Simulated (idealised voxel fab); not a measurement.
Name of the process module below: voxel self aligned vias
Shown is cross-section cut, with a width of 185 nm and square cells of size 5 nm.
Notation: cross-section as square-cell grid; stated in bands, top first, going down; one or more cell rows per band.
The entry gives the band's vertical extent as a top height and a bottom height in nm, then its horizontal make-up as materials from left to right, each with a width in nm. "air" stands for empty space; a single material marked "throughout" fills the band edge to edge.
Counting heights begins at 0, where everything beneath is, in the wafer as received, one material. The lowest band has no bottom; it goes on downwards, as "0 -> down" shows.
A width given as "30->40" starts at the first number in the band's top row and ends at the second number in its bottom row, shifting by an equal amount at every step from row to row.
It should be understood that the words "remained the same", when stated for a given step, signify that the cross-section underwent no change in any of its cells during that step.
Sealed voids: empty space of 8 cells or more with no open way to the top, each as width x height at its distance from the left edge, in nm
Step line, after settings: the simulator's comment on this step.
"overlay nm" on a masked step: distance the mask lay right of its planned place, negative for left.
**Steps in the process plan**
| 1 | RECEIVE, material Si |
| 2 | CONFORMAL_DEP, material SiO2, thk nm 10 |
| 3 | CONFORMAL_DEP, material SiCN, thk nm 5 |
| 4 | DIRECTIONAL_DEP, material SiO2, thk nm 30 |
| 5 | PATTERN, tone open, mask id LINES, material resist, width nm 20, pitch nm 55, thk nm 15, overlay nm 0 |
| 6 | DIRECTIONAL_ETCH, etch materials SiO2, depth nm 30 |
| 7 | STRIP, etch materials resist |
| 8 | CONFORMAL_DEP, material TiN, thk nm 5 |
| 9 | FILL_DEP, material Ru, thk nm 10 |
| 10 | CMP, height nm 45 |
| 11 | SELECTIVE_ETCH, etch materials W Ru TiN, depth nm 5 |
| 12 | FILL_DEP, material SiN, thk nm 10 |
| 13 | CMP, height nm 45 |
| 14 | DIRECTIONAL_DEP, material SiO2, thk nm 15 |
| 15 | PATTERN, tone open, mask id VIAS, material resist, width nm 30, pitch nm 55, thk nm 20, overlay nm 0 |
| 16 | DIRECTIONAL_ETCH, etch materials SiO2, depth nm 15 |
| 17 | DIRECTIONAL_ETCH, etch materials SiN, depth nm 5 |
| 18 | STRIP, etch materials resist |
| 19 | CONFORMAL_DEP, material TiN, thk nm 5 |
| 20 | FILL_DEP, material Cu, thk nm 10 |
| 21 | CMP, height nm 60 |
| 22 | CONFORMAL_DEP, material SiN, thk nm 5 |
**Account of the first of two wafers, which was processed as intended**
**Wafer as received: cross-section following step 1**
* 0 -> down: Si throughout
* Sealed voids: none
**after step 2**
* 10 -> 0: SiO2 throughout
* Whatever lies below 0 is exactly as it was before.
**after step 3**
* 15 -> 10: SiCN throughout
* Whatever lies below 10 is exactly as it was before.
**after step 4**
* 45 -> 15: SiO2 throughout
* Whatever lies below 15 is exactly as it was before.
**after step 5**
* 60 -> 45: resist=55; air=20; resist=35; air=20; resist=55
* Whatever lies below 45 is exactly as it was before.
**after step 6**
* 60 -> 45: resist=55; air=20; resist=35; air=20; resist=55
* 45 -> 15: SiO2=55; air=20; SiO2=35; air=20; SiO2=55
* Whatever lies below 15 is exactly as it was before.
**after step 7**
* 45 -> 15: SiO2=55; air=20; SiO2=35; air=20; SiO2=55
* Whatever lies below 15 is exactly as it was before.
**after step 8**
* 50 -> 45: TiN=60; air=10; TiN=45; air=10; TiN=60
* 45 -> 20: SiO2=55; TiN=5; air=10; TiN=5; SiO2=35; TiN=5; air=10; TiN=5; SiO2=55
* 20 -> 15: SiO2=55; TiN=20; SiO2=35; TiN=20; SiO2=55
* Whatever lies below 15 is exactly as it was before.
**after step 9**
* 60 -> 50: Ru throughout
* 50 -> 45: TiN=60; Ru=10; TiN=45; Ru=10; TiN=60
* 45 -> 20: SiO2=55; TiN=5; Ru=10; TiN=5; SiO2=35; TiN=5; Ru=10; TiN=5; SiO2=55
* Whatever lies below 20 is exactly as it was before.
**after step 10**
* 45 -> 20: SiO2=55; TiN=5; Ru=10; TiN=5; SiO2=35; TiN=5; Ru=10; TiN=5; SiO2=55
* Whatever lies below 20 is exactly as it was before.
**after step 11**
* 45 -> 40: SiO2=55; air=20; SiO2=35; air=20; SiO2=55
* Whatever lies below 40 is exactly as it was before.
**after step 12**
* 55 -> 45: SiN throughout
* 45 -> 40: SiO2=55; SiN=20; SiO2=35; SiN=20; SiO2=55
* Whatever lies below 40 is exactly as it was before.
**after step 13**
* 45 -> 40: SiO2=55; SiN=20; SiO2=35; SiN=20; SiO2=55
* Whatever lies below 40 is exactly as it was before.
**after step 14**
* 60 -> 45: SiO2 throughout
* Whatever lies below 45 is exactly as it was before.
**after step 15**
* 80 -> 60: resist=50; air=30; resist=25; air=30; resist=50
* Whatever lies below 60 is exactly as it was before.
**after step 16**
* 80 -> 60: resist=50; air=30; resist=25; air=30; resist=50
* 60 -> 45: SiO2=50; air=30; SiO2=25; air=30; SiO2=50
* Whatever lies below 45 is exactly as it was before.
**after step 17**
* 80 -> 60: resist=50; air=30; resist=25; air=30; resist=50
* 60 -> 45: SiO2=50; air=30; SiO2=25; air=30; SiO2=50
* 45 -> 40: SiO2=55; air=20; SiO2=35; air=20; SiO2=55
* Whatever lies below 40 is exactly as it was before.
**after step 18**
* 60 -> 45: SiO2=50; air=30; SiO2=25; air=30; SiO2=50
* Whatever lies below 45 is exactly as it was before.
**after step 19**
* 65 -> 60: TiN=55; air=20; TiN=35; air=20; TiN=55
* 60 -> 50: SiO2=50; TiN=5; air=20; TiN=5; SiO2=25; TiN=5; air=20; TiN=5; SiO2=50
* 50 -> 45: SiO2=50; TiN=10; air=10; TiN=10; SiO2=25; TiN=10; air=10; TiN=10; SiO2=50
* 45 -> 40: SiO2=55; TiN=20; SiO2=35; TiN=20; SiO2=55
* Whatever lies below 40 is exactly as it was before.
**after step 20**
* 75 -> 65: Cu throughout
* 65 -> 60: TiN=55; Cu=20; TiN=35; Cu=20; TiN=55
* 60 -> 50: SiO2=50; TiN=5; Cu=20; TiN=5; SiO2=25; TiN=5; Cu=20; TiN=5; SiO2=50
* 50 -> 45: SiO2=50; TiN=10; Cu=10; TiN=10; SiO2=25; TiN=10; Cu=10; TiN=10; SiO2=50
* Whatever lies below 45 is exactly as it was before.
**after step 21**
* 60 -> 50: SiO2=50; TiN=5; Cu=20; TiN=5; SiO2=25; TiN=5; Cu=20; TiN=5; SiO2=50
* Whatever lies below 50 is exactly as it was before.
**after step 22**
* 65 -> 60: SiN throughout
* Whatever lies below 60 is exactly as it was before.
**Wafer two. Same start, same plan, one slip in execution. Same as wafer one through step 14, inclusive**
**Cross-section of the second wafer at the time by which step 15 should have been completed according to the plan**
* 80 -> 60: resist=55; air=25; resist=30; air=25; resist=50
* Whatever lies below 60 is exactly as it was before.
**Cross-section of the second wafer at the time by which step 16 should have been completed according to the plan**
* 80 -> 60: resist=55; air=25; resist=30; air=25; resist=50
* 60 -> 45: SiO2=55; air=25; SiO2=30; air=25; SiO2=50
* Whatever lies below 45 is exactly as it was before.
**Cross-section of the second wafer at the time by which step 17 should have been completed according to the plan**
* 80 -> 60: resist=55; air=25; resist=30; air=25; resist=50
* 60 -> 45: SiO2=55; air=25; SiO2=30; air=25; SiO2=50
* 45 -> 40: SiO2=55; air=20; SiO2=35; air=20; SiO2=55
* Whatever lies below 40 is exactly as it was before.
**Cross-section of the second wafer at the time by which step 18 should have been completed according to the plan**
* 60 -> 45: SiO2=55; air=25; SiO2=30; air=25; SiO2=50
* Whatever lies below 45 is exactly as it was before.
**Cross-section of the second wafer at the time by which step 19 should have been completed according to the plan**
* 65 -> 60: TiN=60; air=15; TiN=40; air=15; TiN=55
* 60 -> 50: SiO2=55; TiN=5; air=15; TiN=5; SiO2=30; TiN=5; air=15; TiN=5; SiO2=50
* 50 -> 45: SiO2=55; TiN=5; air=10; TiN=10; SiO2=30; TiN=5; air=10; TiN=10; SiO2=50
* 45 -> 40: SiO2=55; TiN=20; SiO2=35; TiN=20; SiO2=55
* Whatever lies below 40 is exactly as it was before.
**Cross-section of the second wafer at the time by which step 20 should have been completed according to the plan**
* 75 -> 65: Cu throughout
* 65 -> 60: TiN=60; Cu=15; TiN=40; Cu=15; TiN=55
* 60 -> 50: SiO2=55; TiN=5; Cu=15; TiN=5; SiO2=30; TiN=5; Cu=15; TiN=5; SiO2=50
* 50 -> 45: SiO2=55; TiN=5; Cu=10; TiN=10; SiO2=30; TiN=5; Cu=10; TiN=10; SiO2=50
* Whatever lies below 45 is exactly as it was before.
**Cross-section of the second wafer at the time by which step 21 should have been completed according to the plan**
* 60 -> 50: SiO2=55; TiN=5; Cu=15; TiN=5; SiO2=30; TiN=5; Cu=15; TiN=5; SiO2=50
* Whatever lies below 50 is exactly as it was before.
**Cross-section of the second wafer at the time by which step 22 should have been completed according to the plan**
* 65 -> 60: SiN throughout
* Whatever lies below 60 is exactly as it was before.
Processing error: step 15 deviated from plan and actually ran as PATTERN, tone open, mask id VIAS, material resist, width nm 25, pitch nm 55, thk nm 20, overlay nm 0
It is noted that, at the conclusion of processing, the second wafer exhibits a higher or lower cell count for certain materials relative to the first: 4 fewer of Cu, 6 more of SiO2, 2 fewer of TiN
